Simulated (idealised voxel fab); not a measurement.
Documented hereafter: the process module known as voxel wiring stack.
Shown is cross-section cut, with a width of 205 nm and square cells of size 5 nm.
Format of a cross-section: grid, square cells. Given as bands. Order: top down. Band: one or more rows of cells. Band entry format. Leading values: height of top, height of bottom, nm. Remainder: materials in left-to-right order, each with its width in nm. Special words: "full width" on a single material, which then fills the band edge to edge; "air", empty space. Heights are reckoned from 0. Under this level, the received wafer is all of one material. The bottommost band is open-ended downward, for example "z 0 and below". The expression "30..40" gives the width at the extremes of the band, the first number at its top row of cells and the second at its bottom row, with the width changing by equal amounts from each row to the next in between. Step note "same as before" = no cross-section cell changed. Empty spaces counting at least 8 cells and having no open way to the top are listed in "Fully enclosed voids". The notation width x height at distance is used for each, the distance being from the left edge and all three values in nm. It should be noted that, on the line of a given step, the content following the step's settings is a remark produced by the simulator itself with respect to that step. Among the settings permitted on a step's line is "overlay nm"; applied to a step with a mask, it specifies the extent to which the mask lay to the right of its planned position, whereas a negative figure signifies a position to the left.

Process steps - plan
| 1 | RECEIVE [material Si] |
| 2 | CONFORMAL_DEP [material SiO2] [thk nm 10] |
| 3 | CONFORMAL_DEP [material SiCN] [thk nm 5] |
| 4 | DIRECTIONAL_DEP [material SiO2] [thk nm 25] |
| 5 | PATTERN [tone open] [mask id METAL_1] [material resist] [width nm 25] [pitch nm 40] [thk nm 15] [overlay nm 0] |
| 6 | DIRECTIONAL_ETCH [etch materials SiO2] [depth nm 25] |
| 7 | DIRECTIONAL_ETCH [etch materials SiCN] [depth nm 5] |
| 8 | STRIP [etch materials resist] |
| 9 | CONFORMAL_DEP [material TiN] [thk nm 5] |
| 10 | FILL_DEP [material Cu] [thk nm 5] |
| 11 | CMP [height nm 40] |
| 12 | EPI [material Ru] [thk nm 5] |
| 13 | FILL_DEP [material SiCN] [thk nm 5] |
| 14 | DIRECTIONAL_DEP [material SiO2] [thk nm 10] |
| 15 | MASKED_ETCH [tone open] [mask id PLUG_1] [width nm 15] [pitch nm 40] [etch materials SiO2] [depth nm 10] [overlay nm 0] |
| 16 | MASKED_ETCH [tone open] [mask id PLUG_1] [width nm 15] [pitch nm 40] [etch materials SiCN] [depth nm 5] [overlay nm 0] |
| 17 | EPI [material Ru] [thk nm 10] |
| 18 | EPI [material Ru] [thk nm 5] |
| 19 | CONFORMAL_DEP [material SiN] [thk nm 5] |
| 20 | DIRECTIONAL_DEP [material SiO2] [thk nm 25] |
| 21 | MASKED_ETCH [tone open] [mask id METAL_2] [width nm 25] [pitch nm 40] [etch materials SiO2] [depth nm 25] [overlay nm -15] |
| 22 | MASKED_ETCH [tone open] [mask id METAL_2] [width nm 25] [pitch nm 40] [etch materials SiN] [depth nm 5] [overlay nm 0] |
| 23 | CONFORMAL_DEP [material TiN] [thk nm 5] |
| 24 | FILL_DEP [material Cu] [thk nm 5] |
| 25 | CMP [height nm 90] |
| 26 | CONFORMAL_DEP [material SiCN] [thk nm 5] |
| 27 | DIRECTIONAL_DEP [material lowk] [thk nm 15] |
| 28 | MASKED_ETCH [tone open] [mask id PLUG_2] [width nm 15] [pitch nm 40] [etch materials lowk] [depth nm 15] [overlay nm 0] |
| 29 | MASKED_ETCH [tone open] [mask id PLUG_2] [width nm 15] [pitch nm 40] [etch materials SiCN] [depth nm 5] [overlay nm 0] |
| 30 | EPI [material Ru] [thk nm 10] |
| 31 | EPI [material Ru] [thk nm 10] |
| 32 | CONFORMAL_DEP [material SiCN] [thk nm 5] |
| 33 | DIRECTIONAL_DEP [material lowk] [thk nm 20] |
| 34 | DIRECTIONAL_DEP [material aC] [thk nm 15] |
| 35 | PATTERN [tone open] [mask id METAL_3] [material resist] [width nm 25] [pitch nm 40] [thk nm 35] [overlay nm 0] |
| 36 | DIRECTIONAL_ETCH [etch materials aC] [depth nm 15] |
| 37 | STRIP [etch materials resist] |
| 38 | DIRECTIONAL_ETCH [etch materials lowk] [depth nm 20] |
| 39 | DIRECTIONAL_ETCH [etch materials SiCN] [depth nm 5] |
| 40 | STRIP [etch materials aC] |
| 41 | CONFORMAL_DEP [material TiN] [thk nm 5] |
| 42 | FILL_DEP [material Cu] [thk nm 10] |
| 43 | CMP [height nm 135] |
| 44 | CONFORMAL_DEP [material SiN] [thk nm 5] |
For clarity, it should be stated that the wafers under discussion commence in an identical condition and differ with respect to the overlay nm of step 21, the plan indicating the value that the first wafer had.

The first of several wafers in cross-section, exactly as it reached us after step 1
    z 0 and below: Si full width
    Fully enclosed voids: none

Here is the cross-section of the first of several wafers at the end of the module, after its last step, step 44
    z 140 to 135: SiN full width
    z 135 to 115: lowk (30) | TiN (5) | Cu (15) | TiN (5) | lowk (15) | TiN (5) | Cu (15) | TiN (5) | lowk (15) | TiN (5) | Cu (15) | TiN (5) | lowk (15) | TiN (5) | Cu (15) | TiN (5) | lowk (30)
    z 115 to 110: SiCN (30) | TiN (25) | SiCN (15) | TiN (25) | SiCN (15) | TiN (25) | SiCN (15) | TiN (25) | SiCN (30)
    z 110 to 95: lowk (30) | Ru (15) | lowk (25) | Ru (15) | lowk (25) | Ru (15) | lowk (25) | Ru (15) | lowk (40)
    z 95 to 90: SiCN (30) | Ru (15) | SiCN (25) | Ru (15) | SiCN (25) | Ru (15) | SiCN (25) | Ru (15) | SiCN (40)
    z 90 to 70: SiO2 (15) | TiN (5) | Cu (15) | TiN (5) | SiO2 (15) | TiN (5) | Cu (15) | TiN (5) | SiO2 (15) | TiN (5) | Cu (15) | TiN (5) | SiO2 (15) | TiN (5) | Cu (15) | TiN (5) | SiO2 (45)
    z 70 to 65: SiO2 (15) | TiN (25) | SiO2 (15) | TiN (25) | SiO2 (15) | TiN (25) | SiO2 (15) | TiN (25) | SiO2 (45)
    z 65 to 60: SiN (30) | TiN (10) | SiN (30) | TiN (10) | SiN (30) | TiN (10) | SiN (30) | TiN (10) | SiN (45)
    z 60 to 50: SiO2 (30) | Ru (15) | SiO2 (25) | Ru (15) | SiO2 (25) | Ru (15) | SiO2 (25) | Ru (15) | SiO2 (40)
    z 50 to 40: SiCN (30..25) | Ru (15..35) | SiCN (25..5) | Ru (15..35) | SiCN (25..5) | Ru (15..35) | SiCN (25..5) | Ru (15..35) | SiCN (40..25)
    z 40 to 15: SiO2 (30) | TiN (5) | Cu (15) | TiN (5) | SiO2 (15) | TiN (5) | Cu (15) | TiN (5) | SiO2 (15) | TiN (5) | Cu (15) | TiN (5) | SiO2 (15) | TiN (5) | Cu (15) | TiN (5) | SiO2 (30)
    z 15 to 10: SiCN (30) | TiN (25) | SiCN (15) | TiN (25) | SiCN (15) | TiN (25) | SiCN (15) | TiN (25) | SiCN (30)
    z 10 to 0: SiO2 full width
    z 0 and below: Si full width
    Fully enclosed voids: none

The final wafer, sectioned at module end
    z 140 to 135: SiN full width
    z 135 to 115: lowk (30) | TiN (5) | Cu (15) | TiN (5) | lowk (15) | TiN (5) | Cu (15) | TiN (5) | lowk (15) | TiN (5) | Cu (15) | TiN (5) | lowk (15) | TiN (5) | Cu (15) | TiN (5) | lowk (30)
    z 115 to 110: SiCN (30) | TiN (25) | SiCN (15) | TiN (25) | SiCN (15) | TiN (25) | SiCN (15) | TiN (25) | SiCN (30)
    z 110 to 95: lowk (30) | SiCN (5) | TiN (5) | SiCN (5) | lowk (25) | SiCN (5) | TiN (5) | SiCN (5) | lowk (25) | SiCN (5) | TiN (5) | SiCN (5) | lowk (25) | SiCN (5) | TiN (5) | SiCN (5) | lowk (40)
    z 95 to 90: SiCN (35) | TiN (5) | SiCN (35) | TiN (5) | SiCN (35) | TiN (5) | SiCN (35) | TiN (5) | SiCN (45)
    z 90 to 70: SiO2 (45) | TiN (5) | Cu (15) | TiN (5) | SiO2 (15) | TiN (5) | Cu (15) | TiN (5) | SiO2 (15) | TiN (5) | Cu (15) | TiN (5) | SiO2 (15) | TiN (5) | Cu (15) | TiN (5) | SiO2 (15)
    z 70 to 65: SiO2 (45) | TiN (25) | SiO2 (15) | TiN (25) | SiO2 (15) | TiN (25) | SiO2 (15) | TiN (25) | SiO2 (15)
    z 65 to 60: SiN (45) | TiN (10) | SiN (30) | TiN (10) | SiN (30) | TiN (10) | SiN (30) | TiN (10) | SiN (30)
    z 60 to 50: SiO2 (30) | Ru (15) | SiO2 (25) | Ru (15) | SiO2 (25) | Ru (15) | SiO2 (25) | Ru (15) | SiO2 (40)
    z 50 to 40: SiCN (30..25) | Ru (15..35) | SiCN (25..5) | Ru (15..35) | SiCN (25..5) | Ru (15..35) | SiCN (25..5) | Ru (15..35) | SiCN (40..25)
    z 40 to 15: SiO2 (30) | TiN (5) | Cu (15) | TiN (5) | SiO2 (15) | TiN (5) | Cu (15) | TiN (5) | SiO2 (15) | TiN (5) | Cu (15) | TiN (5) | SiO2 (15) | TiN (5) | Cu (15) | TiN (5) | SiO2 (30)
    z 15 to 10: SiCN (30) | TiN (25) | SiCN (15) | TiN (25) | SiCN (15) | TiN (25) | SiCN (15) | TiN (25) | SiCN (30)
    z 10 to 0: SiO2 full width
    z 0 and below: Si full width
    Fully enclosed voids: none

Below, a row for every wafer. Read it as the end-of-module picture: for each material the wafer shows its cells gained (+) or lost (-) since it was received, and then its closed voids
overlay nm -15 | +156 Cu | +112 Ru | +113 SiCN | +74 SiN | +350 SiO2 | +172 TiN | +171 lowk | Fully enclosed voids: none
overlay nm -10 | +160 Cu | +112 Ru | +113 SiCN | +70 SiN | +350 SiO2 | +172 TiN | +171 lowk | Fully enclosed voids: none
overlay nm -5 | +164 Cu | +112 Ru | +113 SiCN | +66 SiN | +350 SiO2 | +172 TiN | +171 lowk | Fully enclosed voids: none
overlay nm 0 | +168 Cu | +112 Ru | +113 SiCN | +62 SiN | +350 SiO2 | +172 TiN | +171 lowk | Fully enclosed voids: none
overlay nm 5 | +164 Cu | +112 Ru | +113 SiCN | +66 SiN | +350 SiO2 | +172 TiN | +171 lowk | Fully enclosed voids: none
overlay nm 10 | +160 Cu | +112 Ru | +113 SiCN | +70 SiN | +350 SiO2 | +172 TiN | +171 lowk | Fully enclosed voids: none
overlay nm 15 | +156 Cu | +64 Ru | +145 SiCN | +74 SiN | +350 SiO2 | +188 TiN | +171 lowk | Fully enclosed voids: none
